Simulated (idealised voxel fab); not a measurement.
Herein follows the process module entitled voxel self aligned vias.
Each square cell in cross-section cut measures 5 nm, and the section as a whole is 190 nm wide.
Bands, listed from the top down, are how a cross-section gets written in this document; the cross-section itself is a grid of square cells, and a band is one or more rows of them.
Basically the band line says how high the top is and how high the bottom is, in nm, and then what's in it from left to right, every material with its width in nm. Empty space shows up as "blank", and if a single material carries "all across" it runs the full band edge to edge.
Note: height 0 marks the level under which the wafer is uniformly one material as received. Lowest band unbounded below, written "0 -> down".
The width entry "30->40" should be interpreted row by row: the top row of cells in the band takes the first number, the bottom row takes the second number, and the change between adjacent rows is uniform throughout.
No cell of the cross-section changed in a step that is given as "all unchanged".
"Trapped void list" specifies each empty space that is not open to the top and that occupies no fewer than 8 cells, using the form width x height at distance, the distance measured from the left edge and all three quantities in nm.
Text after the settings on a step's line: the simulator's own remark on that step.
The optional step-line setting "overlay nm" applies to steps with a mask and quantifies how far to the right of its planned location the mask lay, a negative value indicating leftward placement.

**Planned step list for the process**
1: RECEIVE,material Si
2: CONFORMAL_DEP,material SiO2,thk nm 10
3: CONFORMAL_DEP,material SiCN,thk nm 5
4: DIRECTIONAL_DEP,material SiO2,thk nm 25
5: PATTERN,tone open,mask id LINES,material resist,width nm 30,pitch nm 80,thk nm 20,overlay nm 0
6: DIRECTIONAL_ETCH,etch materials SiO2,depth nm 25
7: STRIP,etch materials resist
8: CONFORMAL_DEP,material TiN,thk nm 5
9: FILL_DEP,material Ru,thk nm 10
10: CMP,height nm 40
11: SELECTIVE_ETCH,etch materials W Ru TiN,depth nm 10
12: FILL_DEP,material SiN,thk nm 10
13: CMP,height nm 40
14: DIRECTIONAL_DEP,material SiO2,thk nm 15
15: MASKED_ETCH,tone open,mask id VIAS,width nm 50,pitch nm 80,etch materials SiO2,depth nm 15,overlay nm 0
16: MASKED_ETCH,tone open,mask id VIAS,width nm 50,pitch nm 80,etch materials SiN,depth nm 10,overlay nm 0
17: CONFORMAL_DEP,material TiN,thk nm 5
18: FILL_DEP,material Cu,thk nm 10
19: CMP,height nm 55
20: CONFORMAL_DEP,material SiCN,thk nm 5

**As received (post step 1): cross-section**
	0 -> down = Si all across
	Trapped void list: none

**The following cross-section depicts the wafer upon conclusion of the module. Processing commenced from the starting condition illustrated above and adhered to the plan illustrated above, save for one mistake in execution**
	60 -> 55 = SiCN all across
	55 -> 45 = SiO2 35  TiN 5  Cu 35  TiN 5  SiO2 35  TiN 5  Cu 35  TiN 5  SiO2 30
	45 -> 35 = SiO2 35->40  TiN 10->5  Cu 20  TiN 15->5  SiO2 35->50  TiN 10->5  Cu 20  TiN 15->5  SiO2 30->40
	35 -> 30 = SiO2 40  TiN 30  SiO2 50  TiN 30  SiO2 40
	30 -> 20 = SiO2 40  TiN 5  Ru 20  TiN 5  SiO2 50  TiN 5  Ru 20  TiN 5  SiO2 40
	20 -> 15 = SiO2 40  TiN 30  SiO2 50  TiN 30  SiO2 40
	15 -> 10 = SiCN all across
	10 -> 0 = SiO2 all across
	0 -> down = Si all across
	Trapped void list: none
Misprocessing identified: step 15, actual vs plan mismatch, actual run MASKED_ETCH,tone open,mask id VIAS,width nm 45,pitch nm 80,etch materials SiO2,depth nm 15,overlay nm 0
